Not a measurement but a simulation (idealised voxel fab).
The following is a process module called voxel self aligned vias.
285 nm wide, 5 nm square cells: that's cross-section cut.
Cross-sections here: square-cell grids, written as top-down lists of bands, a band being one or more rows of cells.
Within each band entry, the heights of the top and of the bottom of the band appear first, in that order and in nm; the materials of the band then follow from left to right, each with its corresponding width in nm. The designation "throughout" on a single material indicates that it fills the band from edge to edge; the designation "blank" indicates empty space.
For the purposes of this specification, 0 denotes the height below which the wafer in its as-received condition is composed wholly of one material, and the lowermost band, lacking a lower limit, extends downward without end, as expressed in "0..down".
It should be noted that a width expressed as "30->40" varies in equal increments from row to row of cells within the band, taking the value of the first number at the top row and that of the second number at the bottom row.
Step note "all unchanged" = no cross-section cell changed.
Reported under the label "Sealed void listing" are the empty spaces having no open way to the top and comprising 8 cells or more; the notation for each is width x height at distance, in which the distance is measured from the left edge and all three values are in nm.
That trailing text on a step's line, after the settings, is the simulator's own remark on the step.
overlay nm: mask offset rightward from planned place, masked step; negative means leftward offset.
-- Planned process steps
1 RECEIVE (material Si)
2 CONFORMAL_DEP (material SiO2; thk nm 10)
3 CONFORMAL_DEP (material SiCN; thk nm 5)
4 DIRECTIONAL_DEP (material SiO2; thk nm 30)
5 PATTERN (tone open; mask id LINES; material resist; width nm 30; pitch nm 60; thk nm 15; overlay nm 0)
6 DIRECTIONAL_ETCH (etch materials SiO2; depth nm 30)
7 STRIP (etch materials resist)
8 CONFORMAL_DEP (material TiN; thk nm 5)
9 FILL_DEP (material W; thk nm 5)
10 CMP (height nm 45)
11 SELECTIVE_ETCH (etch materials W Ru TiN; depth nm 10)
12 FILL_DEP (material SiN; thk nm 5)
13 CMP (height nm 45)
14 DIRECTIONAL_DEP (material SiO2; thk nm 15)
15 MASKED_ETCH (tone open; mask id VIAS; width nm 40; pitch nm 60; etch materials SiO2; depth nm 15; overlay nm 0)
16 MASKED_ETCH (tone open; mask id VIAS; width nm 40; pitch nm 60; etch materials SiN; depth nm 10; overlay nm 0)
17 CONFORMAL_DEP (material TiN; thk nm 5)
18 FILL_DEP (material W; thk nm 10)
19 CMP (height nm 60)
20 CONFORMAL_DEP (material SiCN; thk nm 5)
-- First wafer out of two, processed as planned
-- Wafer cross-section on receipt, i.e. after step 1
	0..down | Si throughout
	Sealed void listing: none
-- Once step 2 is through, the wafer looks like this in cross-section
	10..0 | SiO2 throughout
	below 0: unchanged
-- Once step 3 is through, the wafer looks like this in cross-section
	15..10 | SiCN throughout
	below 10: unchanged
-- Once step 4 is through, the wafer looks like this in cross-section
	45..15 | SiO2 throughout
	below 15: unchanged
-- Once step 5 is through, the wafer looks like this in cross-section
	60..45 | resist=95 / blank=30 / resist=30 / blank=30 / resist=100
	below 45: unchanged
-- Once step 6 is through, the wafer looks like this in cross-section
	60..45 | resist=95 / blank=30 / resist=30 / blank=30 / resist=100
	45..15 | SiO2=95 / blank=30 / SiO2=30 / blank=30 / SiO2=100
	below 15: unchanged
-- Once step 7 is through, the wafer looks like this in cross-section
	45..15 | SiO2=95 / blank=30 / SiO2=30 / blank=30 / SiO2=100
	below 15: unchanged
-- Once step 8 is through, the wafer looks like this in cross-section
	50..45 | TiN=100 / blank=20 / TiN=40 / blank=20 / TiN=105
	45..20 | SiO2=95 / TiN=5 / blank=20 / TiN=5 / SiO2=30 / TiN=5 / blank=20 / TiN=5 / SiO2=100
	20..15 | SiO2=95 / TiN=30 / SiO2=30 / TiN=30 / SiO2=100
	below 15: unchanged
-- Once step 9 is through, the wafer looks like this in cross-section
	55..50 | W throughout
	50..45 | TiN=100 / W=20 / TiN=40 / W=20 / TiN=105
	45..20 | SiO2=95 / TiN=5 / W=20 / TiN=5 / SiO2=30 / TiN=5 / W=20 / TiN=5 / SiO2=100
	below 20: unchanged
-- Once step 10 is through, the wafer looks like this in cross-section
	45..20 | SiO2=95 / TiN=5 / W=20 / TiN=5 / SiO2=30 / TiN=5 / W=20 / TiN=5 / SiO2=100
	below 20: unchanged
-- Once step 11 is through, the wafer looks like this in cross-section
	45..35 | SiO2=95 / blank=30 / SiO2=30 / blank=30 / SiO2=100
	below 35: unchanged
-- Once step 12 is through, the wafer looks like this in cross-section
	50..45 | SiN throughout
	45..35 | SiO2=95 / SiN=30 / SiO2=30 / SiN=30 / SiO2=100
	below 35: unchanged
-- Once step 13 is through, the wafer looks like this in cross-section
	45..35 | SiO2=95 / SiN=30 / SiO2=30 / SiN=30 / SiO2=100
	below 35: unchanged
-- Once step 14 is through, the wafer looks like this in cross-section
	60..45 | SiO2 throughout
	below 45: unchanged
-- Once step 15 is through, the wafer looks like this in cross-section
	60..45 | SiO2=90 / blank=40 / SiO2=20 / blank=40 / SiO2=95
	below 45: unchanged
-- Once step 16 is through, the wafer looks like this in cross-section
	60..45 | SiO2=90 / blank=40 / SiO2=20 / blank=40 / SiO2=95
	45..35 | SiO2=95 / blank=30 / SiO2=30 / blank=30 / SiO2=100
	below 35: unchanged
-- Once step 17 is through, the wafer looks like this in cross-section
	65..60 | TiN=95 / blank=30 / TiN=30 / blank=30 / TiN=100
	60..50 | SiO2=90 / TiN=5 / blank=30 / TiN=5 / SiO2=20 / TiN=5 / blank=30 / TiN=5 / SiO2=95
	50..40 | SiO2=90->95 / TiN=10->5 / blank=20 / TiN=10->5 / SiO2=20->30 / TiN=10->5 / blank=20 / TiN=10->5 / SiO2=95->100
	40..35 | SiO2=95 / TiN=30 / SiO2=30 / TiN=30 / SiO2=100
	below 35: unchanged
-- Once step 18 is through, the wafer looks like this in cross-section
	75..65 | W throughout
	65..60 | TiN=95 / W=30 / TiN=30 / W=30 / TiN=100
	60..50 | SiO2=90 / TiN=5 / W=30 / TiN=5 / SiO2=20 / TiN=5 / W=30 / TiN=5 / SiO2=95
	50..40 | SiO2=90->95 / TiN=10->5 / W=20 / TiN=10->5 / SiO2=20->30 / TiN=10->5 / W=20 / TiN=10->5 / SiO2=95->100
	below 40: unchanged
-- Once step 19 is through, the wafer looks like this in cross-section
	60..50 | SiO2=90 / TiN=5 / W=30 / TiN=5 / SiO2=20 / TiN=5 / W=30 / TiN=5 / SiO2=95
	below 50: unchanged
-- Once step 20 is through, the wafer looks like this in cross-section
	65..60 | SiCN throughout
	below 60: unchanged
-- Wafer two. Identical start, identical plan. One mistake in execution. Identical history through step 14
-- Cross-section, second wafer, at the end time the plan gives for step 15
	60..45 | SiO2=90 / blank=40 / SiO2=20 / blank=40 / SiO2=95
	45..35 | SiO2=90 / blank=5 / SiN=30 / blank=5 / SiO2=20 / blank=5 / SiN=30 / blank=5 / SiO2=95
	35..30 | SiO2=90 / blank=5 / TiN=5 / W=20 / TiN=5 / blank=5 / SiO2=20 / blank=5 / TiN=5 / W=20 / TiN=5 / blank=5 / SiO2=95
	below 30: unchanged
-- Cross-section, second wafer, at the end time the plan gives for step 16
	60..35 | SiO2=90 / blank=40 / SiO2=20 / blank=40 / SiO2=95
	below 35: unchanged
-- Cross-section, second wafer, at the end time the plan gives for step 17
	65..60 | TiN=95 / blank=30 / TiN=30 / blank=30 / TiN=100
	60..40 | SiO2=90 / TiN=5 / blank=30 / TiN=5 / SiO2=20 / TiN=5 / blank=30 / TiN=5 / SiO2=95
	40..35 | SiO2=90 / TiN=40 / SiO2=20 / TiN=40 / SiO2=95
	35..30 | SiO2=90 / TiN=10 / W=20 / TiN=10 / SiO2=20 / TiN=10 / W=20 / TiN=10 / SiO2=95
	below 30: unchanged
-- Cross-section, second wafer, at the end time the plan gives for step 18
	75..65 | W throughout
	65..60 | TiN=95 / W=30 / TiN=30 / W=30 / TiN=100
	60..40 | SiO2=90 / TiN=5 / W=30 / TiN=5 / SiO2=20 / TiN=5 / W=30 / TiN=5 / SiO2=95
	below 40: unchanged
-- Cross-section, second wafer, at the end time the plan gives for step 19
	60..40 | SiO2=90 / TiN=5 / W=30 / TiN=5 / SiO2=20 / TiN=5 / W=30 / TiN=5 / SiO2=95
	below 40: unchanged
-- Cross-section, second wafer, at the end time the plan gives for step 20
	65..60 | SiCN throughout
	below 60: unchanged
Misprocessing identified: twice, step 15 of the plan was run
Looking at both finished wafers in cells, the second ends up ahead of or behind the first on some materials: -12 SiO2 | +4 TiN | +8 W
